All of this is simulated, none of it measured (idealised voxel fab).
Proc. module: voxel gate over fins
We display cut, a cross-section 240 nm in width whose square cells are each 5 nm.
Bands, listed from the top down, are how a cross-section gets written in this document; the cross-section itself is a grid of square cells, and a band is one or more rows of them. The band entry comprises the height of the band's top followed by the height of its bottom, expressed in nm, and subsequently the band's materials from left to right, each stated together with its width in nm. Where a single material is marked with the word "throughout", that material fills the band from edge to edge. The word "empty" represents empty space. Note: height 0 marks the level under which the wafer is uniformly one material as received. Lowest band unbounded below, written "0..down". A width given as "30..40" starts at the first number in the band's top row and ends at the second number in its bottom row, shifting by an equal amount at every step from row to row. "no alterations made" (step): cross-section cells unchanged, all of them. Under "Enclosed void listing" you'll find the enclosed gaps, the ones with no way out to the top, that are 8 cells or bigger; each reads width x height at distance, with distance counted from the left edge, everything in nm. That trailing text on a step's line, after the settings, is the simulator's own remark on the step. Each step line may optionally specify "overlay nm", which for a step with a mask gives the rightward distance between the mask's planned place and where it lay, a negative value indicating the leftward direction.

# This section lists the process steps that were planned
1,RECEIVE (material Si)
2,CONFORMAL_DEP (material SiN; thk nm 10)
3,PATTERN (tone cover; mask id FINS; material resist; width nm 15; pitch nm 60; thk nm 20; overlay nm 0)
4,DIRECTIONAL_ETCH (etch materials SiN; depth nm 10)
5,DIRECTIONAL_ETCH (etch materials Si; depth nm 40)
6,STRIP (etch materials resist)
7,OXIDIZE (depth nm 5)
8,FILL_DEP (material SiO2; thk nm 15)
9,CMP (height nm 10)
10,PATTERN (tone open; mask id RAIL; material resist; width nm 15; thk nm 15; overlay nm -15)
11,DIRECTIONAL_ETCH (etch materials SiO2; depth nm 45)
12,STRIP (etch materials resist)
13,CONFORMAL_DEP (material TiN; thk nm 5)
14,FILL_DEP (material Ru; thk nm 10)
15,CMP (height nm 10)
16,SELECTIVE_ETCH (etch materials W Ru TiN; depth nm 30)
17,FILL_DEP (material SiO2; thk nm 5)
18,CMP (height nm 10)
19,SELECTIVE_ETCH (etch materials SiO2; depth nm 20)
20,STRIP (etch materials SiN)
21,CONFORMAL_DEP (material HfO2; thk nm 5)
22,CONFORMAL_DEP (material TiN; thk nm 5)
23,CONFORMAL_DEP (material TiAl; thk nm 5)
24,CONFORMAL_DEP (material TiN; thk nm 5)
25,FILL_DEP (material W; thk nm 15)
26,CMP (height nm 30)
27,CONFORMAL_DEP (material SiN; thk nm 5)
The overlay nm used in step 10 is not the same on every wafer, whereas the starting condition is; the value printed in the plan is the first wafer's.

# The first of several wafers, as received after step 1, seen in section
> 0..down  Si throughout
> Enclosed void listing: none

# Wafer rows, end of module: cells per material gained (+) or lost (-) since receipt; closed voids last
overlay nm -15; +60 HfO2; +2 Ru; -405 Si; +48 SiN; +306 SiO2; +60 TiAl; +127 TiN; +138 W; Enclosed void listing: none
overlay nm -10; +60 HfO2; +2 Ru; -405 Si; +48 SiN; +306 SiO2; +60 TiAl; +127 TiN; +138 W; Enclosed void listing: none
overlay nm -5; +60 HfO2; +2 Ru; -405 Si; +48 SiN; +306 SiO2; +60 TiAl; +127 TiN; +138 W; Enclosed void listing: none
overlay nm 0; +60 HfO2; +2 Ru; -405 Si; +48 SiN; +306 SiO2; +60 TiAl; +127 TiN; +138 W; Enclosed void listing: none
overlay nm 5; +60 HfO2; +2 Ru; -405 Si; +48 SiN; +306 SiO2; +60 TiAl; +127 TiN; +138 W; Enclosed void listing: none
overlay nm 10; +60 HfO2; +2 Ru; -405 Si; +48 SiN; +306 SiO2; +60 TiAl; +127 TiN; +138 W; Enclosed void listing: none
overlay nm 15; +60 HfO2; +2 Ru; -405 Si; +48 SiN; +306 SiO2; +60 TiAl; +127 TiN; +138 W; Enclosed void listing: none
